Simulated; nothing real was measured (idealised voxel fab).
The following is a process module called voxel air gaps.
It is cross-section cut that appears here, measuring 300 nm in width, its square cells being 5 nm in size.
A cross-section is written here as square cells arranged in a grid, and it is given in bands from the top down, each band taking up one or more rows of cells. The entry gives the band's vertical extent as a top height and a bottom height in nm, then its horizontal make-up as materials from left to right, each with a width in nm. "blank" stands for empty space; a single material marked "all across" fills the band edge to edge. Note: height 0 marks the level under which the wafer is uniformly one material as received. Lowest band unbounded below, written "top 0, no bottom". With a width like "30..40", each row of cells in the band differs from the next by the same amount, the top row carrying the first number and the bottom row the second. The designation "stayed the same", where it is given for a processing step, indicates that no cell of the cross-section was altered in the course of that step. "Closed void catalog": sealed empty spaces, 8 cells or more, no open way to top, listed width x height at distance, with distance from the left edge and width, height and distance in nm. Where a step's line continues beyond its settings, the continuation is a remark by the simulator itself on that step. overlay nm: mask right of planned place by this much (step with mask). Neg. = left.

The process steps that were planned are listed below:
1. RECEIVE,material Si
2. CONFORMAL_DEP,material SiO2,thk nm 15
3. CONFORMAL_DEP,material SiN,thk nm 5
4. DIRECTIONAL_DEP,material lowk,thk nm 30
5. MASKED_ETCH,tone open,mask id LINES,width nm 25,pitch nm 55,etch materials lowk,depth nm 30,overlay nm 0
6. CONFORMAL_DEP,material TiN,thk nm 5
7. FILL_DEP,material Ru,thk nm 5
8. CMP,height nm 50
9. EPI,material Ru,thk nm 10
10. SELECTIVE_ETCH,etch materials lowk,depth nm 40
11. CONFORMAL_DEP,material SiN,thk nm 5

The cross-section here shows the wafer as received, i.e. in its state after step 1:
  top 0, no bottom: Si all across
  Closed void catalog: none

Cross-section: first of two wafers, module finished, run according to plan:
  top 65, bottom 60: 65 nm blank  165 nm SiN  70 nm blank
  top 60, bottom 50: 65 nm blank  5 nm SiN  45 nm Ru  10 nm SiN  45 nm Ru  10 nm SiN  45 nm Ru  5 nm SiN  70 nm blank
  top 50, bottom 45: 65 nm blank  15 nm SiN  5 nm TiN  15 nm Ru  5 nm TiN  30 nm SiN  5 nm TiN  15 nm Ru  5 nm TiN  30 nm SiN  5 nm TiN  15 nm Ru  5 nm TiN  15 nm SiN  70 nm blank
  top 45, bottom 25: 75 nm blank  5 nm SiN  5 nm TiN  15 nm Ru  5 nm TiN  5 nm SiN  20 nm blank  5 nm SiN  5 nm TiN  15 nm Ru  5 nm TiN  5 nm SiN  20 nm blank  5 nm SiN  5 nm TiN  15 nm Ru  5 nm TiN  5 nm SiN  80 nm blank
  top 25, bottom 20: 80 nm SiN  25 nm TiN  30 nm SiN  25 nm TiN  30 nm SiN  25 nm TiN  85 nm SiN
  top 20, bottom 15: SiN all across
  top 15, bottom 0: SiO2 all across
  top 0, no bottom: Si all across
  Closed void catalog: 20 x 20 at 110; 20 x 20 at 165

Cross-section at end of module for the second wafer of two, which matched the first in starting point and plan and differed by one mistake in its processing:
  top 65, bottom 60: 65 nm blank  165 nm SiN  70 nm blank
  top 60, bottom 50: 65 nm blank  5 nm SiN  45 nm Ru  10 nm SiN  45 nm Ru  10 nm SiN  45 nm Ru  5 nm SiN  70 nm blank
  top 50, bottom 25: 65 nm blank  5 nm SiN  10 nm Ru  5 nm TiN  15 nm Ru  5 nm TiN  10 nm Ru  10 nm SiN  10 nm Ru  5 nm TiN  15 nm Ru  5 nm TiN  10 nm Ru  10 nm SiN  10 nm Ru  5 nm TiN  15 nm Ru  5 nm TiN  10 nm Ru  5 nm SiN  70 nm blank
  top 25, bottom 20: 70 nm SiN  10 nm Ru  25 nm TiN  10 nm Ru  10 nm SiN  10 nm Ru  25 nm TiN  10 nm Ru  10 nm SiN  10 nm Ru  25 nm TiN  10 nm Ru  75 nm SiN
  top 20, bottom 15: SiN all across
  top 15, bottom 0: SiO2 all across
  top 0, no bottom: Si all across
  Closed void catalog: none
What went wrong in running the wafer? the run placed steps 9 and 10 each in the position the plan gave to the other
Once processing is complete, comparing cell counts shows that the second wafer has more or fewer of certain materials than the first: Ru: 72 more | SiN: 24 fewer
Wafer, first: 2 closed voids at end. Wafer, second: 0.
